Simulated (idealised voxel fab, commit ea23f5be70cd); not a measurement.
The name of this process module is voxel ribs on slabs.
Section cut is 290 nm wide and gridded with 5 nm square cells.
A cross-section is a grid of square cells, given in bands from the top down. A band is one or more rows of cells. Heads up on the band format: heights come first, top then bottom, in nm. After that it's the materials left to right, each with its width in nm. A single material flagged "everywhere" fills the whole band edge to edge, and "blank" means there's empty space there. The reference from which all heights are counted is 0, the level beneath which the as-received wafer is entirely one material; the lowest band, having no lower bound, proceeds downward and is written after the example "z 0 and below". Width: "30 to 40" (first number = top row, second number = bottom row, same change from row to row of cells). "no alterations made" means the step left every cell of the cross-section as it was. Listed in "Sealed voids": every empty space of 8 or more cells without an open way to the top. Form: width x height at distance, the distance being from the left edge, all in nm. Note: text after step settings on the step line = simulator remark on that step. On any step carrying a mask, the "overlay nm" setting, if present on the step's line, tells how far right of its planned place the mask lay; negative values point to the left.

plan:
- 1: RECEIVE, material Si
- 2: DIRECTIONAL_DEP, material SiO2, thk nm 30
- 3: DIRECTIONAL_DEP, material SiN, thk nm 15
- 4: MASKED_ETCH, tone cover, mask id RIB, width nm 25, etch materials SiN, depth nm 10, overlay nm 0
- 5: MASKED_ETCH, tone cover, mask id SLAB, width nm 65, etch materials SiN, depth nm 5, overlay nm 0
- 6: FILL_DEP, material SiO2, thk nm 15
- 7: CMP, height nm 55
- 8: DIRECTIONAL_DEP, material TiN, thk nm 10
- 9: DIRECTIONAL_DEP, material aC, thk nm 10
- 10: PATTERN, tone cover, mask id HEATER, material resist, width nm 35, thk nm 25, overlay nm 0
- 11: DIRECTIONAL_ETCH, etch materials aC, depth nm 10
- 12: STRIP, etch materials resist
- 13: DIRECTIONAL_ETCH, etch materials TiN, depth nm 10
- 14: STRIP, etch materials aC
- 15: CONFORMAL_DEP, material SiO2, thk nm 5

As-received state of the wafer in cross-section, equivalent to post-step 1:
* z 0 and below = Si everywhere
* Sealed voids: none

Cross-section, first of two wafers, end of module, run as planned:
* z 70 to 65 = blank=120 / SiO2=45 / blank=125
* z 65 to 60 = blank=120 / SiO2=5 / TiN=35 / SiO2=5 / blank=125
* z 60 to 55 = SiO2=125 / TiN=35 / SiO2=130
* z 55 to 45 = SiO2 everywhere
* z 45 to 35 = SiO2=130 / SiN=25 / SiO2=135
* z 35 to 30 = SiO2=110 / SiN=65 / SiO2=115
* z 30 to 0 = SiO2 everywhere
* z 0 and below = Si everywhere
* Sealed voids: none

What the second wafer looks like in cross-section once the module is done. Its start and its plan matched the first wafer's exactly; what differed was one mistake in how it was run:
* z 70 to 65 = blank=120 / SiO2=45 / blank=125
* z 65 to 60 = blank=120 / SiO2=5 / TiN=35 / SiO2=5 / blank=125
* z 60 to 55 = SiO2=125 / TiN=35 / SiO2=130
* z 55 to 40 = SiO2 everywhere
* z 40 to 35 = SiO2=130 / SiN=25 / SiO2=135
* z 35 to 30 = SiN=110 / SiO2=20 / SiN=25 / SiO2=20 / SiN=115
* z 30 to 0 = SiO2 everywhere
* z 0 and below = Si everywhere
* Sealed voids: none
What was the processing mistake? step 5 changed vs plan, executed as MASKED_ETCH, tone open, mask id SLAB, width nm 65, etch materials SiN, depth nm 5, overlay nm 0
Final tally in cells, some materials are higher or lower on the second wafer than on the first: +32 SiN, -32 SiO2
